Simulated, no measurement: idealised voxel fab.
You're looking at the process module voxel self aligned vias.
Displayed cross-section: cut, width of 295 nm, square cells sized 5 nm.
Bands, listed from the top down, are how a cross-section gets written in this document; the cross-section itself is a grid of square cells, and a band is one or more rows of them.
Read a band's entry like this: the first values are the height of its top and the height of its bottom in nm, and what follows is the sequence of materials from left to right, each with its width in nm. Note that "empty" is empty space, and that a single material marked "edge to edge" reaches across the band from edge to edge.
Heads up on the height convention: 0 is the point under which the incoming wafer is all one material, and the lowest band has no bottom, it just keeps going down, like "0 and below".
Quick explanation for "30->40": the width changes in equal steps down the rows of cells, from the first number in the band's top row to the second number in its bottom row.
Where a step carries "left unchanged", the cross-section came out of it unchanged, cell for cell.
Under "Voids lacking openings" you'll find the enclosed gaps, the ones with no way out to the top, that are 8 cells or bigger; each reads width x height at distance, with distance counted from the left edge, everything in nm.
On each step's line, the part that comes after the settings is the simulator's own comment on the step.
overlay nm: mask right of planned place by this much (step with mask). Neg. = left.
Planned process steps
1: RECEIVE,material Si
2: CONFORMAL_DEP,material SiO2,thk nm 10
3: CONFORMAL_DEP,material SiCN,thk nm 5
4: DIRECTIONAL_DEP,material SiO2,thk nm 30
5: MASKED_ETCH,tone open,mask id LINES,width nm 25,pitch nm 65,etch materials SiO2,depth nm 30,overlay nm 0
6: CONFORMAL_DEP,material TiN,thk nm 5
7: FILL_DEP,material W,thk nm 10
8: CMP,height nm 45
9: SELECTIVE_ETCH,etch materials W Ru TiN,depth nm 10
10: FILL_DEP,material SiN,thk nm 5
11: CMP,height nm 45
12: DIRECTIONAL_DEP,material SiO2,thk nm 15
13: PATTERN,tone open,mask id VIAS,material resist,width nm 35,pitch nm 130,thk nm 15,overlay nm 0
14: DIRECTIONAL_ETCH,etch materials SiO2,depth nm 15
15: DIRECTIONAL_ETCH,etch materials SiN,depth nm 10
16: STRIP,etch materials resist
17: CONFORMAL_DEP,material TiN,thk nm 5
18: FILL_DEP,material Ru,thk nm 10
19: CMP,height nm 60
20: CONFORMAL_DEP,material SiCN,thk nm 5
First of two wafers, with the run carried out as planned
As-received wafer cross-section (after step 1)
> 0 and below: Si edge to edge
> Voids lacking openings: none
Cross-section of the wafer subsequent to step 2
> 10 down to 0: SiO2 edge to edge
> For the remainder of the cross-section, below 0, there is no change.
Cross-section of the wafer subsequent to step 3
> 15 down to 10: SiCN edge to edge
> For the remainder of the cross-section, below 10, there is no change.
Cross-section of the wafer subsequent to step 4
> 45 down to 15: SiO2 edge to edge
> For the remainder of the cross-section, below 15, there is no change.
Cross-section of the wafer subsequent to step 5
> 45 down to 15: SiO2 70 | empty 25 | SiO2 40 | empty 25 | SiO2 40 | empty 25 | SiO2 70
> For the remainder of the cross-section, below 15, there is no change.
Cross-section of the wafer subsequent to step 6
> 50 down to 45: TiN 75 | empty 15 | TiN 50 | empty 15 | TiN 50 | empty 15 | TiN 75
> 45 down to 20: SiO2 70 | TiN 5 | empty 15 | TiN 5 | SiO2 40 | TiN 5 | empty 15 | TiN 5 | SiO2 40 | TiN 5 | empty 15 | TiN 5 | SiO2 70
> 20 down to 15: SiO2 70 | TiN 25 | SiO2 40 | TiN 25 | SiO2 40 | TiN 25 | SiO2 70
> For the remainder of the cross-section, below 15, there is no change.
Cross-section of the wafer subsequent to step 7
> 60 down to 50: W edge to edge
> 50 down to 45: TiN 75 | W 15 | TiN 50 | W 15 | TiN 50 | W 15 | TiN 75
> 45 down to 20: SiO2 70 | TiN 5 | W 15 | TiN 5 | SiO2 40 | TiN 5 | W 15 | TiN 5 | SiO2 40 | TiN 5 | W 15 | TiN 5 | SiO2 70
> For the remainder of the cross-section, below 20, there is no change.
Cross-section of the wafer subsequent to step 8
> 45 down to 20: SiO2 70 | TiN 5 | W 15 | TiN 5 | SiO2 40 | TiN 5 | W 15 | TiN 5 | SiO2 40 | TiN 5 | W 15 | TiN 5 | SiO2 70
> For the remainder of the cross-section, below 20, there is no change.
Cross-section of the wafer subsequent to step 9
> 45 down to 35: SiO2 70 | empty 25 | SiO2 40 | empty 25 | SiO2 40 | empty 25 | SiO2 70
> For the remainder of the cross-section, below 35, there is no change.
Cross-section of the wafer subsequent to step 10
> 50 down to 45: SiN edge to edge
> 45 down to 35: SiO2 70 | SiN 25 | SiO2 40 | SiN 25 | SiO2 40 | SiN 25 | SiO2 70
> For the remainder of the cross-section, below 35, there is no change.
Cross-section of the wafer subsequent to step 11
> 45 down to 35: SiO2 70 | SiN 25 | SiO2 40 | SiN 25 | SiO2 40 | SiN 25 | SiO2 70
> For the remainder of the cross-section, below 35, there is no change.
Cross-section of the wafer subsequent to step 12
> 60 down to 45: SiO2 edge to edge
> For the remainder of the cross-section, below 45, there is no change.
Cross-section of the wafer subsequent to step 13
> 75 down to 60: resist 65 | empty 35 | resist 95 | empty 35 | resist 65
> For the remainder of the cross-section, below 60, there is no change.
Cross-section of the wafer subsequent to step 14
> 75 down to 60: resist 65 | empty 35 | resist 95 | empty 35 | resist 65
> 60 down to 45: SiO2 65 | empty 35 | SiO2 95 | empty 35 | SiO2 65
> For the remainder of the cross-section, below 45, there is no change.
Cross-section of the wafer subsequent to step 15
> 75 down to 60: resist 65 | empty 35 | resist 95 | empty 35 | resist 65
> 60 down to 45: SiO2 65 | empty 35 | SiO2 95 | empty 35 | SiO2 65
> 45 down to 35: SiO2 70 | empty 25 | SiO2 40 | SiN 25 | SiO2 40 | empty 25 | SiO2 70
> For the remainder of the cross-section, below 35, there is no change.
Cross-section of the wafer subsequent to step 16
> 60 down to 45: SiO2 65 | empty 35 | SiO2 95 | empty 35 | SiO2 65
> For the remainder of the cross-section, below 45, there is no change.
Cross-section of the wafer subsequent to step 17
> 65 down to 60: TiN 70 | empty 25 | TiN 105 | empty 25 | TiN 70
> 60 down to 50: SiO2 65 | TiN 5 | empty 25 | TiN 5 | SiO2 95 | TiN 5 | empty 25 | TiN 5 | SiO2 65
> 50 down to 45: SiO2 65 | TiN 10 | empty 15 | TiN 10 | SiO2 95 | TiN 10 | empty 15 | TiN 10 | SiO2 65
> 45 down to 40: SiO2 70 | TiN 5 | empty 15 | TiN 5 | SiO2 40 | SiN 25 | SiO2 40 | TiN 5 | empty 15 | TiN 5 | SiO2 70
> 40 down to 35: SiO2 70 | TiN 25 | SiO2 40 | SiN 25 | SiO2 40 | TiN 25 | SiO2 70
> For the remainder of the cross-section, below 35, there is no change.
Cross-section of the wafer subsequent to step 18
> 75 down to 65: Ru edge to edge
> 65 down to 60: TiN 70 | Ru 25 | TiN 105 | Ru 25 | TiN 70
> 60 down to 50: SiO2 65 | TiN 5 | Ru 25 | TiN 5 | SiO2 95 | TiN 5 | Ru 25 | TiN 5 | SiO2 65
> 50 down to 45: SiO2 65 | TiN 10 | Ru 15 | TiN 10 | SiO2 95 | TiN 10 | Ru 15 | TiN 10 | SiO2 65
> 45 down to 40: SiO2 70 | TiN 5 | Ru 15 | TiN 5 | SiO2 40 | SiN 25 | SiO2 40 | TiN 5 | Ru 15 | TiN 5 | SiO2 70
> For the remainder of the cross-section, below 40, there is no change.
Cross-section of the wafer subsequent to step 19
> 60 down to 50: SiO2 65 | TiN 5 | Ru 25 | TiN 5 | SiO2 95 | TiN 5 | Ru 25 | TiN 5 | SiO2 65
> For the remainder of the cross-section, below 50, there is no change.
Cross-section of the wafer subsequent to step 20
> 65 down to 60: SiCN edge to edge
> For the remainder of the cross-section, below 60, there is no change.
Regarding the second of the two wafers: it shared the first wafer's starting condition and process plan, yet one error occurred during its execution. Its history coincides with that of the first wafer up to and including step 4
Here is the second wafer in cross-section at the point where step 5 of the plan should have been done
> 45 down to 15: SiO2 75 | empty 20 | SiO2 45 | empty 20 | SiO2 45 | empty 20 | SiO2 70
> For the remainder of the cross-section, below 15, there is no change.
Here is the second wafer in cross-section at the point where step 6 of the plan should have been done
> 50 down to 45: TiN 80 | empty 10 | TiN 55 | empty 10 | TiN 55 | empty 10 | TiN 75
> 45 down to 20: SiO2 75 | TiN 5 | empty 10 | TiN 5 | SiO2 45 | TiN 5 | empty 10 | TiN 5 | SiO2 45 | TiN 5 | empty 10 | TiN 5 | SiO2 70
> 20 down to 15: SiO2 75 | TiN 20 | SiO2 45 | TiN 20 | SiO2 45 | TiN 20 | SiO2 70
> For the remainder of the cross-section, below 15, there is no change.
Here is the second wafer in cross-section at the point where step 7 of the plan should have been done
> 60 down to 50: W edge to edge
> 50 down to 45: TiN 80 | W 10 | TiN 55 | W 10 | TiN 55 | W 10 | TiN 75
> 45 down to 20: SiO2 75 | TiN 5 | W 10 | TiN 5 | SiO2 45 | TiN 5 | W 10 | TiN 5 | SiO2 45 | TiN 5 | W 10 | TiN 5 | SiO2 70
> For the remainder of the cross-section, below 20, there is no change.
Here is the second wafer in cross-section at the point where step 8 of the plan should have been done
> 45 down to 20: SiO2 75 | TiN 5 | W 10 | TiN 5 | SiO2 45 | TiN 5 | W 10 | TiN 5 | SiO2 45 | TiN 5 | W 10 | TiN 5 | SiO2 70
> For the remainder of the cross-section, below 20, there is no change.
Here is the second wafer in cross-section at the point where step 9 of the plan should have been done
> 45 down to 35: SiO2 75 | empty 20 | SiO2 45 | empty 20 | SiO2 45 | empty 20 | SiO2 70
> For the remainder of the cross-section, below 35, there is no change.
Here is the second wafer in cross-section at the point where step 10 of the plan should have been done
> 50 down to 45: SiN edge to edge
> 45 down to 35: SiO2 75 | SiN 20 | SiO2 45 | SiN 20 | SiO2 45 | SiN 20 | SiO2 70
> For the remainder of the cross-section, below 35, there is no change.
Here is the second wafer in cross-section at the point where step 11 of the plan should have been done
> 45 down to 35: SiO2 75 | SiN 20 | SiO2 45 | SiN 20 | SiO2 45 | SiN 20 | SiO2 70
> For the remainder of the cross-section, below 35, there is no change.
Here is the second wafer in cross-section at the point where step 12 of the plan should have been done
> 60 down to 45: SiO2 edge to edge
> For the remainder of the cross-section, below 45, there is no change.
Here is the second wafer in cross-section at the point where step 13 of the plan should have been done
> 75 down to 60: resist 65 | empty 35 | resist 95 | empty 35 | resist 65
> For the remainder of the cross-section, below 60, there is no change.
Here is the second wafer in cross-section at the point where step 14 of the plan should have been done
> 75 down to 60: resist 65 | empty 35 | resist 95 | empty 35 | resist 65
> 60 down to 45: SiO2 65 | empty 35 | SiO2 95 | empty 35 | SiO2 65
> For the remainder of the cross-section, below 45, there is no change.
Here is the second wafer in cross-section at the point where step 15 of the plan should have been done
> 75 down to 60: resist 65 | empty 35 | resist 95 | empty 35 | resist 65
> 60 down to 45: SiO2 65 | empty 35 | SiO2 95 | empty 35 | SiO2 65
> 45 down to 35: SiO2 75 | empty 20 | SiO2 45 | SiN 20 | SiO2 45 | empty 20 | SiO2 70
> For the remainder of the cross-section, below 35, there is no change.
Here is the second wafer in cross-section at the point where step 16 of the plan should have been done
> 60 down to 45: SiO2 65 | empty 35 | SiO2 95 | empty 35 | SiO2 65
> For the remainder of the cross-section, below 45, there is no change.
Here is the second wafer in cross-section at the point where step 17 of the plan should have been done
> 65 down to 60: TiN 70 | empty 25 | TiN 105 | empty 25 | TiN 70
> 60 down to 50: SiO2 65 | TiN 5 | empty 25 | TiN 5 | SiO2 95 | TiN 5 | empty 25 | TiN 5 | SiO2 65
> 50 down to 45: SiO2 65 | TiN 15 | empty 10 | TiN 10 | SiO2 95 | TiN 15 | empty 10 | TiN 10 | SiO2 65
> 45 down to 40: SiO2 75 | TiN 5 | empty 10 | TiN 5 | SiO2 45 | SiN 20 | SiO2 45 | TiN 5 | empty 10 | TiN 5 | SiO2 70
> 40 down to 35: SiO2 75 | TiN 20 | SiO2 45 | SiN 20 | SiO2 45 | TiN 20 | SiO2 70
> For the remainder of the cross-section, below 35, there is no change.
Here is the second wafer in cross-section at the point where step 18 of the plan should have been done
> 75 down to 65: Ru edge to edge
> 65 down to 60: TiN 70 | Ru 25 | TiN 105 | Ru 25 | TiN 70
> 60 down to 50: SiO2 65 | TiN 5 | Ru 25 | TiN 5 | SiO2 95 | TiN 5 | Ru 25 | TiN 5 | SiO2 65
> 50 down to 45: SiO2 65 | TiN 15 | Ru 10 | TiN 10 | SiO2 95 | TiN 15 | Ru 10 | TiN 10 | SiO2 65
> 45 down to 40: SiO2 75 | TiN 5 | Ru 10 | TiN 5 | SiO2 45 | SiN 20 | SiO2 45 | TiN 5 | Ru 10 | TiN 5 | SiO2 70
> For the remainder of the cross-section, below 40, there is no change.
Here is the second wafer in cross-section at the point where step 19 of the plan should have been done
> 60 down to 50: SiO2 65 | TiN 5 | Ru 25 | TiN 5 | SiO2 95 | TiN 5 | Ru 25 | TiN 5 | SiO2 65
> For the remainder of the cross-section, below 50, there is no change.
Here is the second wafer in cross-section at the point where step 20 of the plan should have been done
> 65 down to 60: SiCN edge to edge
> For the remainder of the cross-section, below 60, there is no change.
Plan not followed: in deviation from the planned setting, step 5 was conducted as MASKED_ETCH,tone open,mask id LINES,width nm 20,pitch nm 65,etch materials SiO2,depth nm 30,overlay nm 0
Upon completion, the second wafer contains, in terms of cells, a greater or smaller amount of certain materials than the first wafer: Ru -4, SiN -2, SiO2 +18, TiN -3, W -9
